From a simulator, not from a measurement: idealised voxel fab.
The following process module bears the name voxel wiring stack.
cross-section cut | 230 nm wide | cells 5 nm
Think of the cross-section as a grid of square cells. We describe it in bands, top to bottom, and each band covers one or more rows of those cells.
Top height, bottom height, nm. Materials left to right, width each, nm. Single material + "throughout" = fills band edge to edge. "air" = empty.
Measure heights from 0. That's the level where, below it, the as-received wafer is all one material. The lowest band is bottomless and extends downward; write it as in "0..down".
It should be noted that a width expressed as "30->40" varies in equal increments from row to row of cells within the band, taking the value of the first number at the top row and that of the second number at the bottom row.
"all unchanged" for a step: no cell of the cross-section changed in that step.
If an empty space has no open way to the top and is at least 8 cells in size, "Sealed internal voids" lists it, written width x height at distance, where distance is measured from the left edge and every value is in nm.
On each step's line, the part that comes after the settings is the simulator's own comment on the step.
"overlay nm" denotes, for a step that has a mask, the displacement of the mask to the right of its planned place, with negative values corresponding to the left.

# The process steps that were planned are listed below
1) RECEIVE, material Si
2) CONFORMAL_DEP, material SiO2, thk nm 15
3) CONFORMAL_DEP, material SiN, thk nm 5
4) DIRECTIONAL_DEP, material SiO2, thk nm 20
5) DIRECTIONAL_DEP, material aC, thk nm 10
6) PATTERN, tone open, mask id METAL_1, material resist, width nm 20, pitch nm 50, thk nm 25, overlay nm 0
7) DIRECTIONAL_ETCH, etch materials aC, depth nm 10
8) STRIP, etch materials resist
9) DIRECTIONAL_ETCH, etch materials SiO2, depth nm 20
10) DIRECTIONAL_ETCH, etch materials SiN, depth nm 5
11) STRIP, etch materials aC
12) CONFORMAL_DEP, material TiN, thk nm 5
13) FILL_DEP, material W, thk nm 10
14) CMP, height nm 40
15) EPI, material Ru, thk nm 5
16) FILL_DEP, material SiCN, thk nm 5
17) DIRECTIONAL_DEP, material lowk, thk nm 30
18) MASKED_ETCH, tone open, mask id METAL_2_HOLES, width nm 15, pitch nm 50, etch materials lowk, depth nm 30, overlay nm 0
19) MASKED_ETCH, tone open, mask id METAL_2, width nm 20, pitch nm 50, etch materials lowk, depth nm 15, overlay nm 0
20) MASKED_ETCH, tone open, mask id METAL_2, width nm 20, pitch nm 50, etch materials SiCN, depth nm 5, overlay nm 0
21) CONFORMAL_DEP, material TiN, thk nm 5
22) FILL_DEP, material Cu, thk nm 5
23) CMP, height nm 80
24) CONFORMAL_DEP, material SiCN, thk nm 5
25) DIRECTIONAL_DEP, material lowk, thk nm 25
26) PATTERN, tone open, mask id METAL_3, material resist, width nm 20, pitch nm 50, thk nm 20, overlay nm 0
27) DIRECTIONAL_ETCH, etch materials lowk, depth nm 15
28) STRIP, etch materials resist
29) PATTERN, tone open, mask id METAL_3_HOLES, material resist, width nm 15, pitch nm 50, thk nm 20, overlay nm 0
30) DIRECTIONAL_ETCH, etch materials lowk, depth nm 10
31) DIRECTIONAL_ETCH, etch materials SiCN, depth nm 5
32) STRIP, etch materials resist
33) CONFORMAL_DEP, material TiN, thk nm 5
34) FILL_DEP, material Ru, thk nm 10
35) CMP, height nm 110
36) CONFORMAL_DEP, material SiN, thk nm 5

# Received-state cross-section, reflecting completion of step 1
* 0..down = Si throughout
* Sealed internal voids: none

# Cross-sectional view of the first of the two wafers upon completion of the module, processed in accordance with the plan
* 115..110 = SiN throughout
* 110..100 = lowk: 80, TiN: 5, Ru: 10, TiN: 5, lowk: 30, TiN: 5, Ru: 10, TiN: 5, lowk: 80
* 100..95 = lowk: 80, TiN: 5, Ru: 5, TiN: 10, lowk: 30, TiN: 5, Ru: 5, TiN: 10, lowk: 80
* 95..85 = lowk: 80, TiN: 5, Ru: 5, TiN: 5, lowk: 35, TiN: 5, Ru: 5, TiN: 5, lowk: 85
* 85..80 = SiCN: 80, TiN: 15, SiCN: 35, TiN: 15, SiCN: 85
* 80..70 = lowk: 80, TiN: 5, Cu: 10, TiN: 5, lowk: 30, TiN: 5, Cu: 10, TiN: 5, lowk: 80
* 70..65 = lowk: 80, TiN: 5, Cu: 5, TiN: 10, lowk: 30, TiN: 5, Cu: 5, TiN: 10, lowk: 80
* 65..50 = lowk: 80, TiN: 5, Cu: 5, TiN: 5, lowk: 35, TiN: 5, Cu: 5, TiN: 5, lowk: 85
* 50..45 = SiCN: 80, TiN: 15, SiCN: 35, TiN: 15, SiCN: 85
* 45..40 = SiCN: 75, Ru: 30, SiCN: 20, Ru: 30, SiCN: 75
* 40..20 = SiO2: 80, TiN: 5, W: 10, TiN: 5, SiO2: 30, TiN: 5, W: 10, TiN: 5, SiO2: 80
* 20..15 = SiN: 80, TiN: 20, SiN: 30, TiN: 20, SiN: 80
* 15..0 = SiO2 throughout
* 0..down = Si throughout
* Sealed internal voids: none

# Cross-section of the latter of the two wafers at module completion. It had an identical start and an identical plan to the former; in running it, one mistake was made
* 115..110 = SiN throughout
* 110..100 = lowk: 80, TiN: 5, Ru: 10, TiN: 5, lowk: 30, TiN: 5, Ru: 10, TiN: 5, lowk: 80
* 100..95 = lowk: 80, TiN: 5, Ru: 5, TiN: 10, lowk: 30, TiN: 5, Ru: 5, TiN: 10, lowk: 80
* 95..85 = lowk: 80, TiN: 5, Ru: 5, TiN: 5, lowk: 35, TiN: 5, Ru: 5, TiN: 5, lowk: 85
* 85..80 = SiCN: 80, TiN: 15, SiCN: 35, TiN: 15, SiCN: 85
* 80..70 = lowk: 75, TiN: 5, Cu: 20, TiN: 5, lowk: 20, TiN: 5, Cu: 20, TiN: 5, lowk: 75
* 70..65 = lowk: 75, TiN: 10, Cu: 5, TiN: 15, lowk: 20, TiN: 10, Cu: 5, TiN: 15, lowk: 75
* 65..50 = lowk: 80, TiN: 5, Cu: 5, TiN: 5, lowk: 35, TiN: 5, Cu: 5, TiN: 5, lowk: 85
* 50..45 = SiCN: 80, TiN: 15, SiCN: 35, TiN: 15, SiCN: 85
* 45..40 = SiCN: 75, Ru: 30, SiCN: 20, Ru: 30, SiCN: 75
* 40..20 = SiO2: 80, TiN: 5, W: 10, TiN: 5, SiO2: 30, TiN: 5, W: 10, TiN: 5, SiO2: 80
* 20..15 = SiN: 80, TiN: 20, SiN: 30, TiN: 20, SiN: 80
* 15..0 = SiO2 throughout
* 0..down = Si throughout
* Sealed internal voids: none
What was the processing mistake? the process deviated at step 19: the operation and settings actually run there were MASKED_ETCH, tone open, mask id METAL_2, width nm 30, pitch nm 50, etch materials lowk, depth nm 15, overlay nm 0
Materials where the second wafer ends with more or fewer cells than the first: Cu: 8 more | TiN: 4 more | lowk: 12 fewer
